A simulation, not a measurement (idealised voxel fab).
The name of this process module is voxel wiring stack.
It is cross-section cut that appears here, measuring 190 nm in width, its square cells being 5 nm in size.
Cross-sections here: square-cell grids, written as top-down lists of bands, a band being one or more rows of cells.
Read a band's entry like this: the first values are the height of its top and the height of its bottom in nm, and what follows is the sequence of materials from left to right, each with its width in nm. Note that "air" is empty space, and that a single material marked "throughout" reaches across the band from edge to edge.
Where do heights start? At 0: under that level the wafer as delivered is made of one material only. And the lowest band has no floor; it just carries on downward, as in "0..down".
A two-number width, for instance "30..40", indicates that the width is equal to the first number in the top row of the band and to the second number in the bottom row, and that it changes by a constant amount per row of cells.
Given "nothing got changed" for a step, no cell of the cross-section differs between before and after that step.
"Cavities, sealed": empty spaces of 8 cells or more with no open way to the top, each given as width x height at distance, distance from the left edge, all in nm.
Past the settings on a step's line: simulator remark, on that step.
Regarding "overlay nm": on a step with a mask, it is the distance the mask lay to the right of its planned place; a negative value places it to the left.

# The following list gives the planned process steps
| 1 | RECEIVE with material Si |
| 2 | CONFORMAL_DEP with material SiO2, thk nm 15 |
| 3 | CONFORMAL_DEP with material SiCN, thk nm 5 |
| 4 | DIRECTIONAL_DEP with material lowk, thk nm 15 |
| 5 | DIRECTIONAL_DEP with material aC, thk nm 15 |
| 6 | PATTERN with tone open, mask id METAL_1, material resist, width nm 20, pitch nm 35, thk nm 35, overlay nm 0 |
| 7 | DIRECTIONAL_ETCH with etch materials aC, depth nm 15 |
| 8 | STRIP with etch materials resist |
| 9 | DIRECTIONAL_ETCH with etch materials lowk, depth nm 15 |
| 10 | DIRECTIONAL_ETCH with etch materials SiCN, depth nm 5 |
| 11 | STRIP with etch materials aC |
| 12 | CONFORMAL_DEP with material TiN, thk nm 5 |
| 13 | FILL_DEP with material W, thk nm 5 |
| 14 | CMP with height nm 35 |
| 15 | CONFORMAL_DEP with material SiCN, thk nm 5 |
| 16 | DIRECTIONAL_DEP with material lowk, thk nm 15 |
| 17 | PATTERN with tone open, mask id PLUG_1, material resist, width nm 15, pitch nm 35, thk nm 15, overlay nm 0 |
| 18 | DIRECTIONAL_ETCH with etch materials lowk, depth nm 15 |
| 19 | DIRECTIONAL_ETCH with etch materials SiCN, depth nm 5 |
| 20 | STRIP with etch materials resist |
| 21 | EPI with material Ru, thk nm 10 |
| 22 | EPI with material Ru, thk nm 10 |
| 23 | DIRECTIONAL_DEP with material TiN, thk nm 5 |
| 24 | DIRECTIONAL_DEP with material Ru, thk nm 15 |
| 25 | MASKED_ETCH with tone cover, mask id METAL_2, width nm 20, pitch nm 35, etch materials Ru, depth nm 15, overlay nm 0 |
| 26 | MASKED_ETCH with tone cover, mask id METAL_2, width nm 20, pitch nm 35, etch materials TiN, depth nm 5, overlay nm 0 |
| 27 | CONFORMAL_DEP with material SiCN, thk nm 5 |
| 28 | FILL_DEP with material lowk, thk nm 5 |
| 29 | CMP with height nm 75 |
| 30 | CONFORMAL_DEP with material SiCN, thk nm 5 |
| 31 | DIRECTIONAL_DEP with material lowk, thk nm 30 |
| 32 | PATTERN with tone open, mask id METAL_3_HOLES, material resist, width nm 15, pitch nm 35, thk nm 15, overlay nm 0 |
| 33 | DIRECTIONAL_ETCH with etch materials lowk, depth nm 30 |
| 34 | STRIP with etch materials resist |
| 35 | DIRECTIONAL_DEP with material aC, thk nm 15 |
| 36 | PATTERN with tone open, mask id METAL_3, material resist, width nm 20, pitch nm 35, thk nm 35, overlay nm 0 |
| 37 | DIRECTIONAL_ETCH with etch materials aC, depth nm 15 |
| 38 | STRIP with etch materials resist |
| 39 | DIRECTIONAL_ETCH with etch materials lowk, depth nm 15 |
| 40 | DIRECTIONAL_ETCH with etch materials SiCN, depth nm 5 |
| 41 | STRIP with etch materials aC |
| 42 | CONFORMAL_DEP with material TiN, thk nm 5 |
| 43 | FILL_DEP with material Ru, thk nm 10 |
| 44 | CMP with height nm 110 |
| 45 | CONFORMAL_DEP with material SiCN, thk nm 5 |

# Shown in cross-section is the wafer as received, that is, as it stands after step 1
- 0..down | Si throughout
- Cavities, sealed: none

# Looking at the first of two wafers in cross-section at end of module - ran to plan
- 115..110 | SiCN throughout
- 110..100 | 65 lowk, 5 TiN, 10 Ru, 5 TiN, 15 lowk, 5 TiN, 10 Ru, 5 TiN, 70 lowk
- 100..95 | 65 lowk, 5 TiN, 5 Ru, 10 TiN, 15 lowk, 5 TiN, 5 Ru, 10 TiN, 70 lowk
- 95..80 | 65 lowk, 5 TiN, 5 Ru, 5 TiN, 20 lowk, 5 TiN, 5 Ru, 5 TiN, 75 lowk
- 80..75 | 65 SiCN, 15 TiN, 20 SiCN, 15 TiN, 75 SiCN
- 75..60 | 60 lowk, 5 SiCN, 20 Ru, 5 SiCN, 5 lowk, 5 SiCN, 20 Ru, 5 SiCN, 65 lowk
- 60..55 | 65 SiCN, 20 TiN, 15 SiCN, 20 TiN, 70 SiCN
- 55..40 | 65 lowk, 15 Ru, 20 lowk, 15 Ru, 75 lowk
- 40..35 | 65 SiCN, 15 Ru, 20 SiCN, 15 Ru, 75 SiCN
- 35..20 | 65 lowk, 5 TiN, 10 W, 5 TiN, 15 lowk, 5 TiN, 10 W, 5 TiN, 70 lowk
- 20..15 | 65 SiCN, 20 TiN, 15 SiCN, 20 TiN, 70 SiCN
- 15..0 | SiO2 throughout
- 0..down | Si throughout
- Cavities, sealed: none

# Second wafer cross-section at end of module - shared start and plan with the first, one mistake in the run
- 115..110 | SiCN throughout
- 110..100 | 65 lowk, 5 TiN, 20 Ru, 5 TiN, 5 lowk, 5 TiN, 20 Ru, 5 TiN, 60 lowk
- 100..95 | 65 lowk, 5 TiN, 5 Ru, 20 TiN, 5 lowk, 5 TiN, 5 Ru, 20 TiN, 60 lowk
- 95..85 | 65 lowk, 5 TiN, 5 Ru, 5 TiN, 20 lowk, 5 TiN, 5 Ru, 5 TiN, 75 lowk
- 85..80 | 65 lowk, 15 TiN, 20 lowk, 15 TiN, 75 lowk
- 80..75 | 75 SiCN, 5 TiN, 30 SiCN, 5 TiN, 75 SiCN
- 75..60 | 60 lowk, 5 SiCN, 20 Ru, 5 SiCN, 5 lowk, 5 SiCN, 20 Ru, 5 SiCN, 65 lowk
- 60..55 | 65 SiCN, 20 TiN, 15 SiCN, 20 TiN, 70 SiCN
- 55..40 | 65 lowk, 15 Ru, 20 lowk, 15 Ru, 75 lowk
- 40..35 | 65 SiCN, 15 Ru, 20 SiCN, 15 Ru, 75 SiCN
- 35..20 | 65 lowk, 5 TiN, 10 W, 5 TiN, 15 lowk, 5 TiN, 10 W, 5 TiN, 70 lowk
- 20..15 | 65 SiCN, 20 TiN, 15 SiCN, 20 TiN, 70 SiCN
- 15..0 | SiO2 throughout
- 0..down | Si throughout
- Cavities, sealed: none
what went wrong: step 36 was processed under conditions differing from the plan, specifically as PATTERN with tone open, mask id METAL_3, material resist, width nm 20, pitch nm 35, thk nm 35, overlay nm 10
It is noted that, at the conclusion of processing, the second wafer exhibits a higher or lower cell count for certain materials relative to the first: Ru: 6 more | SiCN: 4 more | TiN: 2 more | lowk: 12 fewer
